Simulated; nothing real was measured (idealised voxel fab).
Name of the process module below: voxel gate over fins
Pictured: cross-section cut, 295 nm wide, on a grid of 5 nm square cells.
A cross-section is written here as square cells arranged in a grid, and it is given in bands from the top down, each band taking up one or more rows of cells. Read a band's entry like this: the first values are the height of its top and the height of its bottom in nm, and what follows is the sequence of materials from left to right, each with its width in nm. Note that "blank" is empty space, and that a single material marked "edge to edge" reaches across the band from edge to edge. Height datum 0, below which the as-received substrate wafer is one material. Lowest band open at the bottom, running downward: "z 0 and below". A width such as "30..40" changes by the same amount from each row of cells to the next, from the band's top row to its bottom row. Step marked "identical to before"? Then no cell in the cross-section changed in it. What "Closed void register" gives you is every empty space of 8 cells or more that is cut off from the top. Each appears as width x height at distance, with the distance taken from the left edge and width, height and distance all in nm. If you see something after the settings on a step's line, that's the simulator's own remark about that step. When a step includes a mask, the "overlay nm" setting on its line states how far to the right of its planned place that mask lay, and negative values state how far to the left.

**The following list gives the planned process steps**
step 1: op RECEIVE | material Si
step 2: op CONFORMAL_DEP | material SiN | thk nm 10
step 3: op DIRECTIONAL_DEP | material aC | thk nm 15
step 4: op PATTERN | tone cover | mask id FINS | material resist | width nm 15 | pitch nm 60 | thk nm 30 | overlay nm 0
step 5: op DIRECTIONAL_ETCH | etch materials aC | depth nm 15
step 6: op STRIP | etch materials resist
step 7: op DIRECTIONAL_ETCH | etch materials SiN | depth nm 10
step 8: op DIRECTIONAL_ETCH | etch materials Si | depth nm 35
step 9: op STRIP | etch materials aC
step 10: op FILL_DEP | material SiO2 | thk nm 15
step 11: op CMP | height nm 10
step 12: op DIRECTIONAL_DEP | material aC | thk nm 15
step 13: op PATTERN | tone open | mask id RAIL | material resist | width nm 15 | thk nm 30 | overlay nm 0
step 14: op DIRECTIONAL_ETCH | etch materials aC | depth nm 15
step 15: op STRIP | etch materials resist
step 16: op DIRECTIONAL_ETCH | etch materials SiO2 | depth nm 40
step 17: op STRIP | etch materials aC
step 18: op CONFORMAL_DEP | material TiN | thk nm 5
step 19: op FILL_DEP | material W | thk nm 10
step 20: op CMP | height nm 10
step 21: op SELECTIVE_ETCH | etch materials W Ru TiN | depth nm 25
step 22: op FILL_DEP | material SiO2 | thk nm 5
step 23: op CMP | height nm 10
step 24: op SELECTIVE_ETCH | etch materials SiO2 | depth nm 20
step 25: op STRIP | etch materials SiN
step 26: op CONFORMAL_DEP | material HfO2 | thk nm 5
step 27: op CONFORMAL_DEP | material TiN | thk nm 5
step 28: op CONFORMAL_DEP | material TiAl | thk nm 5
step 29: op CONFORMAL_DEP | material TiN | thk nm 5
step 30: op FILL_DEP | material W | thk nm 10
step 31: op CMP | height nm 25
step 32: op CONFORMAL_DEP | material SiCN | thk nm 5

**On the first of the two wafers: run conducted according to plan**

**As-received wafer cross-section (after step 1)**
    z 0 and below  Si edge to edge
    Closed void register: none

**Step 2 complete: cross-section through the wafer**
    z 10 to 0  SiN edge to edge
    Below 0 it's all the same as before, nothing changed down there.

**Step 3 complete: cross-section through the wafer**
    z 25 to 10  aC edge to edge
    Below 10 it's all the same as before, nothing changed down there.

**Step 4 complete: cross-section through the wafer**
    z 55 to 25  blank (110) / resist (15) / blank (45) / resist (15) / blank (110)
    Below 25 it's all the same as before, nothing changed down there.

**Step 5 complete: cross-section through the wafer**
    z 40 to 25  blank (110) / resist (15) / blank (45) / resist (15) / blank (110)
    z 25 to 10  blank (110) / aC (15) / blank (45) / aC (15) / blank (110)
    Below 10 it's all the same as before, nothing changed down there.

**Step 6 complete: cross-section through the wafer**
    z 25 to 10  blank (110) / aC (15) / blank (45) / aC (15) / blank (110)
    Below 10 it's all the same as before, nothing changed down there.

**Step 7 complete: cross-section through the wafer**
    z 25 to 10  blank (110) / aC (15) / blank (45) / aC (15) / blank (110)
    z 10 to 0  blank (110) / SiN (15) / blank (45) / SiN (15) / blank (110)
    Below 0 it's all the same as before, nothing changed down there.

**Step 8 complete: cross-section through the wafer**
    z 25 to 10  blank (110) / aC (15) / blank (45) / aC (15) / blank (110)
    z 10 to 0  blank (110) / SiN (15) / blank (45) / SiN (15) / blank (110)
    z 0 to -35  blank (110) / Si (15) / blank (45) / Si (15) / blank (110)
    Below -35 it's all the same as before, nothing changed down there.

**Step 9 complete: cross-section through the wafer**
    z 10 to 0  blank (110) / SiN (15) / blank (45) / SiN (15) / blank (110)
    Below 0 it's all the same as before, nothing changed down there.

**Step 10 complete: cross-section through the wafer**
    z 25 to 10  SiO2 edge to edge
    z 10 to 0  SiO2 (110) / SiN (15) / SiO2 (45) / SiN (15) / SiO2 (110)
    z 0 to -35  SiO2 (110) / Si (15) / SiO2 (45) / Si (15) / SiO2 (110)
    Below -35 it's all the same as before, nothing changed down there.

**Step 11 complete: cross-section through the wafer**
    z 10 to 0  SiO2 (110) / SiN (15) / SiO2 (45) / SiN (15) / SiO2 (110)
    Below 0 it's all the same as before, nothing changed down there.

**Step 12 complete: cross-section through the wafer**
    z 25 to 10  aC edge to edge
    Below 10 it's all the same as before, nothing changed down there.

**Step 13 complete: cross-section through the wafer**
    z 55 to 25  resist (140) / blank (15) / resist (140)
    Below 25 it's all the same as before, nothing changed down there.

**Step 14 complete: cross-section through the wafer**
    z 40 to 25  resist (140) / blank (15) / resist (140)
    z 25 to 10  aC (140) / blank (15) / aC (140)
    Below 10 it's all the same as before, nothing changed down there.

**Step 15 complete: cross-section through the wafer**
    z 25 to 10  aC (140) / blank (15) / aC (140)
    Below 10 it's all the same as before, nothing changed down there.

**Step 16 complete: cross-section through the wafer**
    z 25 to 10  aC (140) / blank (15) / aC (140)
    z 10 to 0  SiO2 (110) / SiN (15) / SiO2 (15) / blank (15) / SiO2 (15) / SiN (15) / SiO2 (110)
    z 0 to -30  SiO2 (110) / Si (15) / SiO2 (15) / blank (15) / SiO2 (15) / Si (15) / SiO2 (110)
    Below -30 it's all the same as before, nothing changed down there.

**Step 17 complete: cross-section through the wafer**
    z 10 to 0  SiO2 (110) / SiN (15) / SiO2 (15) / blank (15) / SiO2 (15) / SiN (15) / SiO2 (110)
    Below 0 it's all the same as before, nothing changed down there.

**Step 18 complete: cross-section through the wafer**
    z 15 to 10  TiN (145) / blank (5) / TiN (145)
    z 10 to 0  SiO2 (110) / SiN (15) / SiO2 (15) / TiN (5) / blank (5) / TiN (5) / SiO2 (15) / SiN (15) / SiO2 (110)
    z 0 to -25  SiO2 (110) / Si (15) / SiO2 (15) / TiN (5) / blank (5) / TiN (5) / SiO2 (15) / Si (15) / SiO2 (110)
    z -25 to -30  SiO2 (110) / Si (15) / SiO2 (15) / TiN (15) / SiO2 (15) / Si (15) / SiO2 (110)
    Below -30 it's all the same as before, nothing changed down there.

**Step 19 complete: cross-section through the wafer**
    z 25 to 15  W edge to edge
    z 15 to 10  TiN (145) / W (5) / TiN (145)
    z 10 to 0  SiO2 (110) / SiN (15) / SiO2 (15) / TiN (5) / W (5) / TiN (5) / SiO2 (15) / SiN (15) / SiO2 (110)
    z 0 to -25  SiO2 (110) / Si (15) / SiO2 (15) / TiN (5) / W (5) / TiN (5) / SiO2 (15) / Si (15) / SiO2 (110)
    Below -25 it's all the same as before, nothing changed down there.

**Step 20 complete: cross-section through the wafer**
    z 10 to 0  SiO2 (110) / SiN (15) / SiO2 (15) / TiN (5) / W (5) / TiN (5) / SiO2 (15) / SiN (15) / SiO2 (110)
    Below 0 it's all the same as before, nothing changed down there.

**Step 21 complete: cross-section through the wafer**
    z 10 to 0  SiO2 (110) / SiN (15) / SiO2 (15) / blank (15) / SiO2 (15) / SiN (15) / SiO2 (110)
    z 0 to -15  SiO2 (110) / Si (15) / SiO2 (15) / blank (15) / SiO2 (15) / Si (15) / SiO2 (110)
    Below -15 it's all the same as before, nothing changed down there.

**Step 22 complete: cross-section through the wafer**
    z 15 to 10  SiO2 edge to edge
    z 10 to 0  SiO2 (110) / SiN (15) / SiO2 (45) / SiN (15) / SiO2 (110)
    z 0 to -15  SiO2 (110) / Si (15) / SiO2 (45) / Si (15) / SiO2 (110)
    Below -15 it's all the same as before, nothing changed down there.

**Step 23 complete: cross-section through the wafer**
    z 10 to 0  SiO2 (110) / SiN (15) / SiO2 (45) / SiN (15) / SiO2 (110)
    Below 0 it's all the same as before, nothing changed down there.

**Step 24 complete: cross-section through the wafer**
    z 10 to 0  blank (110) / SiN (15) / blank (45) / SiN (15) / blank (110)
    z 0 to -10  blank (110) / Si (15) / blank (45) / Si (15) / blank (110)
    Below -10 it's all the same as before, nothing changed down there.

**Step 25 complete: cross-section through the wafer**
    z 0 to -10  blank (110) / Si (15) / blank (45) / Si (15) / blank (110)
    Below -10 it's all the same as before, nothing changed down there.

**Step 26 complete: cross-section through the wafer**
    z 5 to 0  blank (105) / HfO2 (25) / blank (35) / HfO2 (25) / blank (105)
    z 0 to -5  blank (105) / HfO2 (5) / Si (15) / HfO2 (5) / blank (35) / HfO2 (5) / Si (15) / HfO2 (5) / blank (105)
    z -5 to -10  HfO2 (110) / Si (15) / HfO2 (45) / Si (15) / HfO2 (110)
    Below -10 it's all the same as before, nothing changed down there.

**Step 27 complete: cross-section through the wafer**
    z 10 to 5  blank (100) / TiN (35) / blank (25) / TiN (35) / blank (100)
    z 5 to 0  blank (100) / TiN (5) / HfO2 (25) / TiN (5) / blank (25) / TiN (5) / HfO2 (25) / TiN (5) / blank (100)
    z 0 to -5  TiN (105) / HfO2 (5) / Si (15) / HfO2 (5) / TiN (35) / HfO2 (5) / Si (15) / HfO2 (5) / TiN (105)
    Below -5 it's all the same as before, nothing changed down there.

**Step 28 complete: cross-section through the wafer**
    z 15 to 10  blank (95) / TiAl (45) / blank (15) / TiAl (45) / blank (95)
    z 10 to 5  blank (95) / TiAl (5) / TiN (35) / TiAl (5) / blank (15) / TiAl (5) / TiN (35) / TiAl (5) / blank (95)
    z 5 to 0  TiAl (100) / TiN (5) / HfO2 (25) / TiN (5) / TiAl (25) / TiN (5) / HfO2 (25) / TiN (5) / TiAl (100)
    Below 0 it's all the same as before, nothing changed down there.

**Step 29 complete: cross-section through the wafer**
    z 20 to 15  blank (90) / TiN (55) / blank (5) / TiN (55) / blank (90)
    z 15 to 10  blank (90) / TiN (5) / TiAl (45) / TiN (5) / blank (5) / TiN (5) / TiAl (45) / TiN (5) / blank (90)
    z 10 to 5  TiN (95) / TiAl (5) / TiN (35) / TiAl (5) / TiN (15) / TiAl (5) / TiN (35) / TiAl (5) / TiN (95)
    Below 5 it's all the same as before, nothing changed down there.

**Step 30 complete: cross-section through the wafer**
    z 30 to 20  W edge to edge
    z 20 to 15  W (90) / TiN (55) / W (5) / TiN (55) / W (90)
    z 15 to 10  W (90) / TiN (5) / TiAl (45) / TiN (5) / W (5) / TiN (5) / TiAl (45) / TiN (5) / W (90)
    Below 10 it's all the same as before, nothing changed down there.

**Step 31 complete: cross-section through the wafer**
    z 25 to 20  W edge to edge
    Below 20 it's all the same as before, nothing changed down there.

**Step 32 complete: cross-section through the wafer**
    z 30 to 25  SiCN edge to edge
    Below 25 it's all the same as before, nothing changed down there.

**The Second Wafer: Common Origin and Plan, One Mistake in Execution, Identical to the First Through Step 12**

**Cross-section of the second wafer at the time by which step 13 should have been completed according to the plan**
    z 55 to 25  blank (140) / resist (15) / blank (140)
    Below 25 it's all the same as before, nothing changed down there.

**Cross-section of the second wafer at the time by which step 14 should have been completed according to the plan**
    z 40 to 25  blank (140) / resist (15) / blank (140)
    z 25 to 10  blank (140) / aC (15) / blank (140)
    Below 10 it's all the same as before, nothing changed down there.

**Cross-section of the second wafer at the time by which step 15 should have been completed according to the plan**
    z 25 to 10  blank (140) / aC (15) / blank (140)
    Below 10 it's all the same as before, nothing changed down there.

**Cross-section of the second wafer at the time by which step 16 should have been completed according to the plan**
    z 25 to 10  blank (140) / aC (15) / blank (140)
    z 10 to 0  blank (110) / SiN (15) / blank (15) / SiO2 (15) / blank (15) / SiN (15) / blank (110)
    z 0 to -30  blank (110) / Si (15) / blank (15) / SiO2 (15) / blank (15) / Si (15) / blank (110)
    Below -30 it's all the same as before, nothing changed down there.

**Cross-section of the second wafer at the time by which step 17 should have been completed according to the plan**
    z 10 to 0  blank (110) / SiN (15) / blank (15) / SiO2 (15) / blank (15) / SiN (15) / blank (110)
    Below 0 it's all the same as before, nothing changed down there.

**Cross-section of the second wafer at the time by which step 18 should have been completed according to the plan**
    z 15 to 10  blank (105) / TiN (25) / blank (5) / TiN (25) / blank (5) / TiN (25) / blank (105)
    z 10 to 0  blank (105) / TiN (5) / SiN (15) / TiN (5) / blank (5) / TiN (5) / SiO2 (15) / TiN (5) / blank (5) / TiN (5) / SiN (15) / TiN (5) / blank (105)
    z 0 to -25  blank (105) / TiN (5) / Si (15) / TiN (5) / blank (5) / TiN (5) / SiO2 (15) / TiN (5) / blank (5) / TiN (5) / Si (15) / TiN (5) / blank (105)
    z -25 to -30  TiN (110) / Si (15) / TiN (15) / SiO2 (15) / TiN (15) / Si (15) / TiN (110)
    Below -30 it's all the same as before, nothing changed down there.

**Cross-section of the second wafer at the time by which step 19 should have been completed according to the plan**
    z 25 to 15  W edge to edge
    z 15 to 10  W (105) / TiN (25) / W (5) / TiN (25) / W (5) / TiN (25) / W (105)
    z 10 to 0  W (105) / TiN (5) / SiN (15) / TiN (5) / W (5) / TiN (5) / SiO2 (15) / TiN (5) / W (5) / TiN (5) / SiN (15) / TiN (5) / W (105)
    z 0 to -25  W (105) / TiN (5) / Si (15) / TiN (5) / W (5) / TiN (5) / SiO2 (15) / TiN (5) / W (5) / TiN (5) / Si (15) / TiN (5) / W (105)
    Below -25 it's all the same as before, nothing changed down there.

**Cross-section of the second wafer at the time by which step 20 should have been completed according to the plan**
    z 10 to 0  W (105) / TiN (5) / SiN (15) / TiN (5) / W (5) / TiN (5) / SiO2 (15) / TiN (5) / W (5) / TiN (5) / SiN (15) / TiN (5) / W (105)
    Below 0 it's all the same as before, nothing changed down there.

**Cross-section of the second wafer at the time by which step 21 should have been completed according to the plan**
    z 10 to 0  blank (110) / SiN (15) / blank (15) / SiO2 (15) / blank (15) / SiN (15) / blank (110)
    z 0 to -15  blank (110) / Si (15) / blank (15) / SiO2 (15) / blank (15) / Si (15) / blank (110)
    Below -15 it's all the same as before, nothing changed down there.

**Cross-section of the second wafer at the time by which step 22 should have been completed according to the plan**
    z 15 to 10  SiO2 edge to edge
    z 10 to 0  SiO2 (110) / SiN (15) / SiO2 (45) / SiN (15) / SiO2 (110)
    z 0 to -15  SiO2 (110) / Si (15) / SiO2 (45) / Si (15) / SiO2 (110)
    Below -15 it's all the same as before, nothing changed down there.

**Cross-section of the second wafer at the time by which step 23 should have been completed according to the plan**
    z 10 to 0  SiO2 (110) / SiN (15) / SiO2 (45) / SiN (15) / SiO2 (110)
    Below 0 it's all the same as before, nothing changed down there.

**Cross-section of the second wafer at the time by which step 24 should have been completed according to the plan**
    z 10 to 0  blank (110) / SiN (15) / blank (45) / SiN (15) / blank (110)
    z 0 to -10  blank (110) / Si (15) / blank (45) / Si (15) / blank (110)
    Below -10 it's all the same as before, nothing changed down there.

**Cross-section of the second wafer at the time by which step 25 should have been completed according to the plan**
    z 0 to -10  blank (110) / Si (15) / blank (45) / Si (15) / blank (110)
    Below -10 it's all the same as before, nothing changed down there.

**Cross-section of the second wafer at the time by which step 26 should have been completed according to the plan**
    z 5 to 0  blank (105) / HfO2 (25) / blank (35) / HfO2 (25) / blank (105)
    z 0 to -5  blank (105) / HfO2 (5) / Si (15) / HfO2 (5) / blank (35) / HfO2 (5) / Si (15) / HfO2 (5) / blank (105)
    z -5 to -10  HfO2 (110) / Si (15) / HfO2 (45) / Si (15) / HfO2 (110)
    Below -10 it's all the same as before, nothing changed down there.

**Cross-section of the second wafer at the time by which step 27 should have been completed according to the plan**
    z 10 to 5  blank (100) / TiN (35) / blank (25) / TiN (35) / blank (100)
    z 5 to 0  blank (100) / TiN (5) / HfO2 (25) / TiN (5) / blank (25) / TiN (5) / HfO2 (25) / TiN (5) / blank (100)
    z 0 to -5  TiN (105) / HfO2 (5) / Si (15) / HfO2 (5) / TiN (35) / HfO2 (5) / Si (15) / HfO2 (5) / TiN (105)
    Below -5 it's all the same as before, nothing changed down there.

**Cross-section of the second wafer at the time by which step 28 should have been completed according to the plan**
    z 15 to 10  blank (95) / TiAl (45) / blank (15) / TiAl (45) / blank (95)
    z 10 to 5  blank (95) / TiAl (5) / TiN (35) / TiAl (5) / blank (15) / TiAl (5) / TiN (35) / TiAl (5) / blank (95)
    z 5 to 0  TiAl (100) / TiN (5) / HfO2 (25) / TiN (5) / TiAl (25) / TiN (5) / HfO2 (25) / TiN (5) / TiAl (100)
    Below 0 it's all the same as before, nothing changed down there.

**Cross-section of the second wafer at the time by which step 29 should have been completed according to the plan**
    z 20 to 15  blank (90) / TiN (55) / blank (5) / TiN (55) / blank (90)
    z 15 to 10  blank (90) / TiN (5) / TiAl (45) / TiN (5) / blank (5) / TiN (5) / TiAl (45) / TiN (5) / blank (90)
    z 10 to 5  TiN (95) / TiAl (5) / TiN (35) / TiAl (5) / TiN (15) / TiAl (5) / TiN (35) / TiAl (5) / TiN (95)
    Below 5 it's all the same as before, nothing changed down there.

**Cross-section of the second wafer at the time by which step 30 should have been completed according to the plan**
    z 30 to 20  W edge to edge
    z 20 to 15  W (90) / TiN (55) / W (5) / TiN (55) / W (90)
    z 15 to 10  W (90) / TiN (5) / TiAl (45) / TiN (5) / W (5) / TiN (5) / TiAl (45) / TiN (5) / W (90)
    Below 10 it's all the same as before, nothing changed down there.

**Cross-section of the second wafer at the time by which step 31 should have been completed according to the plan**
    z 25 to 20  W edge to edge
    Below 20 it's all the same as before, nothing changed down there.

**Cross-section of the second wafer at the time by which step 32 should have been completed according to the plan**
    z 30 to 25  SiCN edge to edge
    Below 25 it's all the same as before, nothing changed down there.
What went wrong in running the wafer? in deviation from the planned setting, step 13 was conducted as op PATTERN | tone cover | mask id RAIL | material resist | width nm 15 | thk nm 30 | overlay nm 0
Per the end-of-run cell counts, the second wafer holds more or fewer of some materials than the first: SiO2: 141 fewer, TiN: 55 more, W: 86 more
